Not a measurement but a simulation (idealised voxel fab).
Process module under the name voxel plated lines
The cross-section on display is named cut; it measures 240 nm wide, and its cells are 5 nm squares.
We lay out every cross-section as a grid of square cells and spell it out in bands from the top down, where one band means one or more rows of cells. Top, bottom (nm), then materials left to right with widths (nm); lone material tagged "edge to edge" fills the whole band edge to edge; "empty" = empty space. Heights from 0 (as-received wafer is one material below). Bottom band endless downward, as "0 nm and below". Note: "30->40" means the width goes from the first number (top row of the band) to the second number (bottom row) in equal steps per row of cells. A step reported as "no alteration" is a step in which no cell of the cross-section changed. Under "Trapped void list" you'll find the enclosed gaps, the ones with no way out to the top, that are 8 cells or bigger; each reads width x height at distance, with distance counted from the left edge, everything in nm. Read whatever lies past the settings on a step's line as the simulator's own remark about the step. overlay nm: right-of-plan distance of the mask on a masked step; negative values mean left-of-plan.
## Below is the list of planned process steps
1 RECEIVE | material Si
2 CONFORMAL_DEP | material Al2O3 | thk nm 10
3 DIRECTIONAL_DEP | material TiN | thk nm 5
4 PATTERN | tone open | mask id LINES | material resist | width nm 30 | pitch nm 60 | thk nm 30 | overlay nm 0
5 EPI | material Ru | thk nm 10
6 EPI | material Ru | thk nm 10
7 STRIP | etch materials resist
8 DIRECTIONAL_ETCH | etch materials TiN | depth nm 5
9 CONFORMAL_DEP | material SiN | thk nm 5
## Shown in cross-section is the wafer as received, that is, as it stands after step 1
> 0 nm and below  Si edge to edge
> Trapped void list: none
## Cross-section taken at module completion on the first of two wafers; processed per the plan
> 40 nm to 35 nm  empty: 10; SiN: 40; empty: 20; SiN: 40; empty: 20; SiN: 40; empty: 20; SiN: 40; empty: 10
> 35 nm to 15 nm  empty: 10; SiN: 5; Ru: 30; SiN: 5; empty: 20; SiN: 5; Ru: 30; SiN: 5; empty: 20; SiN: 5; Ru: 30; SiN: 5; empty: 20; SiN: 5; Ru: 30; SiN: 5; empty: 10
> 15 nm to 10 nm  SiN: 15; TiN: 30; SiN: 30; TiN: 30; SiN: 30; TiN: 30; SiN: 30; TiN: 30; SiN: 15
> 10 nm to 0 nm  Al2O3 edge to edge
> 0 nm and below  Si edge to edge
> Trapped void list: none
## Cross-section, wafer two of two, end of module: same start and plan as wafer one, one error in execution
> 40 nm to 35 nm  SiN: 20; empty: 20; SiN: 40; empty: 20; SiN: 40; empty: 20; SiN: 40; empty: 20; SiN: 20
> 35 nm to 15 nm  Ru: 15; SiN: 5; empty: 20; SiN: 5; Ru: 30; SiN: 5; empty: 20; SiN: 5; Ru: 30; SiN: 5; empty: 20; SiN: 5; Ru: 30; SiN: 5; empty: 20; SiN: 5; Ru: 15
> 15 nm to 10 nm  TiN: 15; SiN: 30; TiN: 30; SiN: 30; TiN: 30; SiN: 30; TiN: 30; SiN: 30; TiN: 15
> 10 nm to 0 nm  Al2O3 edge to edge
> 0 nm and below  Si edge to edge
> Trapped void list: none
Where did the run depart from the plan? so step 4 ended up running with a different setting than we planned, it ran as PATTERN | tone cover | mask id LINES | material resist | width nm 30 | pitch nm 60 | thk nm 30 | overlay nm 0
Heads up: at the end the two wafers have identical cell counts per material, they're just laid out differently.
